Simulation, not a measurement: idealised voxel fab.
Process module heading - voxel ribs on slabs
cross-section cut | 150 nm wide | cells 5 nm
If you're reading a cross-section in this doc, picture square cells in a grid; it comes to you as bands, top ones listed first down to the bottom, and a band can be one or more rows of cells.
The band entry comprises the height of the band's top followed by the height of its bottom, expressed in nm, and subsequently the band's materials from left to right, each stated together with its width in nm. Where a single material is marked with the word "edge to edge", that material fills the band from edge to edge. The word "air" represents empty space.
Height datum 0, below which the as-received substrate wafer is one material. Lowest band open at the bottom, running downward: "top 0, no bottom".
A width given as "30..40" starts at the first number in the band's top row and ends at the second number in its bottom row, shifting by an equal amount at every step from row to row.
Where a step carries "same as before", the cross-section came out of it unchanged, cell for cell.
"Enclosed internal voids" contains a list of empty spaces, each no smaller than 8 cells and without an open way to the top, written in the form width x height at distance with the distance from the left edge and all three in nm.
What comes after the settings on a step's line is commentary from the simulator itself on that step.
You can add "overlay nm" to a step's line. For a step with a mask, it describes how far the mask lay to the right of its planned position, and a negative number describes a lay to the left.
## Steps in the process plan
| 1 | RECEIVE | material Si |
| 2 | DIRECTIONAL_DEP | material SiO2 | thk nm 25 |
| 3 | DIRECTIONAL_DEP | material polySi | thk nm 25 |
| 4 | DIRECTIONAL_DEP | material aC | thk nm 10 |
| 5 | PATTERN | tone cover | mask id RIB | material resist | width nm 25 | thk nm 25 | overlay nm 0 |
| 6 | DIRECTIONAL_ETCH | etch materials aC | depth nm 10 |
| 7 | STRIP | etch materials resist |
| 8 | DIRECTIONAL_ETCH | etch materials polySi | depth nm 10 |
| 9 | STRIP | etch materials aC |
| 10 | MASKED_ETCH | tone cover | mask id SLAB | width nm 55 | etch materials polySi | depth nm 15 | overlay nm 0 |
| 11 | FILL_DEP | material SiO2 | thk nm 15 |
| 12 | CMP | height nm 60 |
| 13 | DIRECTIONAL_DEP | material W | thk nm 5 |
| 14 | DIRECTIONAL_DEP | material aC | thk nm 10 |
| 15 | PATTERN | tone cover | mask id HEATER | material resist | width nm 35 | thk nm 30 | overlay nm 0 |
| 16 | DIRECTIONAL_ETCH | etch materials aC | depth nm 10 |
| 17 | STRIP | etch materials resist |
| 18 | DIRECTIONAL_ETCH | etch materials W | depth nm 5 |
| 19 | STRIP | etch materials aC |
| 20 | CONFORMAL_DEP | material SiN | thk nm 5 |
## Here's what the wafer looked like in cross-section when it arrived - that's after step 1
    top 0, no bottom  Si edge to edge
    Enclosed internal voids: none
## The cross-section shown corresponds to the wafer at the conclusion of the module. The initial structure and the process plan are those presented above; however, one mistake occurred in executing the plan
    top 70, bottom 65  air (50); SiN (45); air (55)
    top 65, bottom 60  SiN (55); W (35); SiN (60)
    top 60, bottom 25  SiO2 edge to edge
    top 25, bottom 0  polySi edge to edge
    top 0, no bottom  Si edge to edge
    Enclosed internal voids: none
Where did the run depart from the plan? steps 2 and 3 traded places in the executed sequence
